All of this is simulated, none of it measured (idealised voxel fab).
The following process module bears the name voxel double patterning.
Displayed cross-section: cut, width of 190 nm, square cells sized 5 nm.
Each cross-section below is a grid of square cells, stated as bands in top-down order, with one or more rows of cells making up each band.
In this notation a band is specified by the heights of its top and bottom, in that order and in nm, after which its materials appear from left to right, each paired with its width in nm. The word "all across" attached to a single material means that material fills the band from edge to edge; the word "air" stands for empty space.
For the purposes of this specification, 0 denotes the height below which the wafer in its as-received condition is composed wholly of one material, and the lowermost band, lacking a lower limit, extends downward without end, as expressed in "0 nm and below".
Per-row width for "30->40": begins at first number (top row of band), ends at second number (bottom row), increment between rows held constant.
No cell of the cross-section changed in a step that is given as "nothing changed".
In "Tabulated closed voids" the enclosed voids are listed, meaning empty spaces of 8 cells or larger without any opening to the top. The form is width x height at distance, distance from the left edge, units nm.
On each step's line, the part that comes after the settings is the simulator's own comment on the step.
A step's line can hold "overlay nm"; with a mask on that step, the setting says how far right of the planned place the mask lay, while a negative setting says it lay to the left.

# Steps planned for the process
- 1: RECEIVE (material Si)
- 2: CONFORMAL_DEP (material SiO2; thk nm 5)
- 3: DIRECTIONAL_DEP (material W; thk nm 10)
- 4: DIRECTIONAL_DEP (material SiN; thk nm 5)
- 5: DIRECTIONAL_DEP (material aC; thk nm 15)
- 6: PATTERN (tone open; mask id FIRST; material resist; width nm 15; pitch nm 50; thk nm 30; overlay nm 0)
- 7: DIRECTIONAL_ETCH (etch materials aC; depth nm 15)
- 8: STRIP (etch materials resist)
- 9: DIRECTIONAL_ETCH (etch materials SiN; depth nm 5)
- 10: STRIP (etch materials aC)
- 11: PATTERN (tone open; mask id SECOND; material resist; width nm 15; pitch nm 50; thk nm 20; overlay nm 0)
- 12: DIRECTIONAL_ETCH (etch materials SiN; depth nm 5)
- 13: STRIP (etch materials resist)
- 14: DIRECTIONAL_ETCH (etch materials W; depth nm 10)
- 15: STRIP (etch materials SiN)

# first wafer, as planned

# Incoming wafer in cross-section (state: after step 1)
- 0 nm and below: Si all across
- Tabulated closed voids: none

# You're looking at a cross-section of the wafer after step 2
- 5 nm to 0 nm: SiO2 all across
- Under 0: no change, same as before.

# You're looking at a cross-section of the wafer after step 3
- 15 nm to 5 nm: W all across
- Under 5: no change, same as before.

# You're looking at a cross-section of the wafer after step 4
- 20 nm to 15 nm: SiN all across
- Under 15: no change, same as before.

# You're looking at a cross-section of the wafer after step 5
- 35 nm to 20 nm: aC all across
- Under 20: no change, same as before.

# You're looking at a cross-section of the wafer after step 6
- 65 nm to 35 nm: resist: 35  air: 15  resist: 35  air: 15  resist: 35  air: 15  resist: 40
- Under 35: no change, same as before.

# You're looking at a cross-section of the wafer after step 7
- 50 nm to 35 nm: resist: 35  air: 15  resist: 35  air: 15  resist: 35  air: 15  resist: 40
- 35 nm to 20 nm: aC: 35  air: 15  aC: 35  air: 15  aC: 35  air: 15  aC: 40
- Under 20: no change, same as before.

# You're looking at a cross-section of the wafer after step 8
- 35 nm to 20 nm: aC: 35  air: 15  aC: 35  air: 15  aC: 35  air: 15  aC: 40
- Under 20: no change, same as before.

# You're looking at a cross-section of the wafer after step 9
- 35 nm to 20 nm: aC: 35  air: 15  aC: 35  air: 15  aC: 35  air: 15  aC: 40
- 20 nm to 15 nm: SiN: 35  air: 15  SiN: 35  air: 15  SiN: 35  air: 15  SiN: 40
- Under 15: no change, same as before.

# You're looking at a cross-section of the wafer after step 10
- 20 nm to 15 nm: SiN: 35  air: 15  SiN: 35  air: 15  SiN: 35  air: 15  SiN: 40
- Under 15: no change, same as before.

# You're looking at a cross-section of the wafer after step 11
- 40 nm to 20 nm: resist: 60  air: 15  resist: 35  air: 15  resist: 65
- 20 nm to 15 nm: SiN: 35  resist: 15  SiN: 35  resist: 15  SiN: 35  resist: 15  SiN: 40
- Under 15: no change, same as before.

# You're looking at a cross-section of the wafer after step 12
- 40 nm to 20 nm: resist: 60  air: 15  resist: 35  air: 15  resist: 65
- 20 nm to 15 nm: SiN: 35  resist: 15  SiN: 10  air: 15  SiN: 10  resist: 15  SiN: 10  air: 15  SiN: 10  resist: 15  SiN: 40
- Under 15: no change, same as before.

# You're looking at a cross-section of the wafer after step 13
- 20 nm to 15 nm: SiN: 35  air: 15  SiN: 10  air: 15  SiN: 10  air: 15  SiN: 10  air: 15  SiN: 10  air: 15  SiN: 40
- Under 15: no change, same as before.

# You're looking at a cross-section of the wafer after step 14
- 20 nm to 15 nm: SiN: 35  air: 15  SiN: 10  air: 15  SiN: 10  air: 15  SiN: 10  air: 15  SiN: 10  air: 15  SiN: 40
- 15 nm to 5 nm: W: 35  air: 15  W: 10  air: 15  W: 10  air: 15  W: 10  air: 15  W: 10  air: 15  W: 40
- Under 5: no change, same as before.

# You're looking at a cross-section of the wafer after step 15
- 15 nm to 5 nm: W: 35  air: 15  W: 10  air: 15  W: 10  air: 15  W: 10  air: 15  W: 10  air: 15  W: 40
- Under 5: no change, same as before.

# Here the second wafer is described. Its start and its plan were those of the first wafer. Its run contained one mistake. Up to and including step 10, it did exactly what the first wafer did

# when step 11 should have ended
- 40 nm to 20 nm: resist: 55  air: 25  resist: 25  air: 25  resist: 60
- 20 nm to 15 nm: SiN: 35  resist: 15  SiN: 35  resist: 15  SiN: 35  resist: 15  SiN: 40
- Under 15: no change, same as before.

# when step 12 should have ended
- 40 nm to 20 nm: resist: 55  air: 25  resist: 25  air: 25  resist: 60
- 20 nm to 15 nm: SiN: 35  resist: 15  SiN: 5  air: 25  SiN: 5  resist: 15  SiN: 5  air: 25  SiN: 5  resist: 15  SiN: 40
- Under 15: no change, same as before.

# when step 13 should have ended
- 20 nm to 15 nm: SiN: 35  air: 15  SiN: 5  air: 25  SiN: 5  air: 15  SiN: 5  air: 25  SiN: 5  air: 15  SiN: 40
- Under 15: no change, same as before.

# when step 14 should have ended
- 20 nm to 15 nm: SiN: 35  air: 15  SiN: 5  air: 25  SiN: 5  air: 15  SiN: 5  air: 25  SiN: 5  air: 15  SiN: 40
- 15 nm to 5 nm: W: 35  air: 15  W: 5  air: 25  W: 5  air: 15  W: 5  air: 25  W: 5  air: 15  W: 40
- Under 5: no change, same as before.

# when step 15 should have ended
- 15 nm to 5 nm: W: 35  air: 15  W: 5  air: 25  W: 5  air: 15  W: 5  air: 25  W: 5  air: 15  W: 40
- Under 5: no change, same as before.
So what did we get wrong on this run? step 11, actual vs plan mismatch, actual run PATTERN (tone open; mask id SECOND; material resist; width nm 25; pitch nm 50; thk nm 20; overlay nm 0)
Per the end-of-run cell counts, the second wafer holds more or fewer of some materials than the first: -8 W
